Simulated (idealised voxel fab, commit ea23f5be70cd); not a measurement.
process module | voxel self aligned vias
cross-section cut | 190 nm wide | cells 5 nm
A cross-section is a grid of square cells, given in bands from the top down. A band is one or more rows of cells.
Each band's line starts with the height of the band's top and of its bottom, in nm. Then come its materials from left to right, each with its width in nm. One material with "throughout" fills the band from edge to edge. "air" is empty space.
Height 0 is the level under which the wafer as received is all one material. The lowest band goes on downwards, as in "0 down".
A width such as "30 to 40" changes by the same amount from each row of cells to the next, from the band's top row to its bottom row.
"no change" after a step means that no cell of the cross-section changed.
closed voids: empty space of 8 cells or more with no open way to the top, each as width x height at its distance from the left edge, in nm
after a step's settings: what the simulator itself notes on the step
overlay nm, on a step with a mask: how far to the right of its planned place the mask lay; to the left if negative
plan
1 op RECEIVE | material Si
2 op CONFORMAL_DEP | material SiO2 | thk nm 15
3 op CONFORMAL_DEP | material SiCN | thk nm 5
4 op DIRECTIONAL_DEP | material lowk | thk nm 25
5 op PATTERN | tone open | mask id LINES | material resist | width nm 30 | pitch nm 55 | thk nm 15 | overlay nm 0
6 op DIRECTIONAL_ETCH | etch materials lowk | depth nm 25
7 op STRIP | etch materials resist
8 op CONFORMAL_DEP | material TiN | thk nm 5
9 op FILL_DEP | material W | thk nm 10
10 op CMP | height nm 45
11 op SELECTIVE_ETCH | etch materials W Ru TiN | depth nm 5
12 op FILL_DEP | material SiN | thk nm 10
13 op CMP | height nm 45
14 op DIRECTIONAL_DEP | material lowk | thk nm 15
15 op MASKED_ETCH | tone open | mask id VIAS | width nm 40 | pitch nm 55 | etch materials lowk | depth nm 15 | overlay nm 0
16 op MASKED_ETCH | tone open | mask id VIAS | width nm 40 | pitch nm 55 | etch materials SiN | depth nm 5 | overlay nm 0
17 op CONFORMAL_DEP | material TiN | thk nm 5
18 op FILL_DEP | material Ru | thk nm 5
19 op CMP | height nm 60
20 op CONFORMAL_DEP | material SiCN | thk nm 5
as received, after step 1
  0 down: Si throughout
  closed voids: none
first wafer at the end, as planned
  65 to 60: SiCN throughout
  60 to 50: lowk 45 | TiN 5 | Ru 30 | TiN 5 | lowk 15 | TiN 5 | Ru 30 | TiN 5 | lowk 50
  50 to 45: lowk 45 | TiN 10 | Ru 20 | TiN 10 | lowk 15 | TiN 10 | Ru 20 | TiN 10 | lowk 50
  45 to 40: lowk 50 | TiN 30 | lowk 25 | TiN 30 | lowk 55
  40 to 25: lowk 50 | TiN 5 | W 20 | TiN 5 | lowk 25 | TiN 5 | W 20 | TiN 5 | lowk 55
  25 to 20: lowk 50 | TiN 30 | lowk 25 | TiN 30 | lowk 55
  20 to 15: SiCN throughout
  15 to 0: SiO2 throughout
  0 down: Si throughout
  closed voids: none
second wafer at the end: like start, like plan, one mistake
  65 to 60: SiCN throughout
  60 to 45: lowk 50 | TiN 5 | Ru 20 | TiN 5 | lowk 25 | TiN 5 | Ru 20 | TiN 5 | lowk 55
  45 to 40: lowk 50 | TiN 30 | lowk 25 | TiN 30 | lowk 55
  40 to 25: lowk 50 | TiN 5 | W 20 | TiN 5 | lowk 25 | TiN 5 | W 20 | TiN 5 | lowk 55
  25 to 20: lowk 50 | TiN 30 | lowk 25 | TiN 30 | lowk 55
  20 to 15: SiCN throughout
  15 to 0: SiO2 throughout
  0 down: Si throughout
  closed voids: none
what went wrong: step 15 ran as: op MASKED_ETCH | tone open | mask id VIAS | width nm 30 | pitch nm 55 | etch materials lowk | depth nm 15 | overlay nm 0
at the end the second wafer has, in cells: 8 fewer of Ru | 4 fewer of TiN | 12 more of lowk
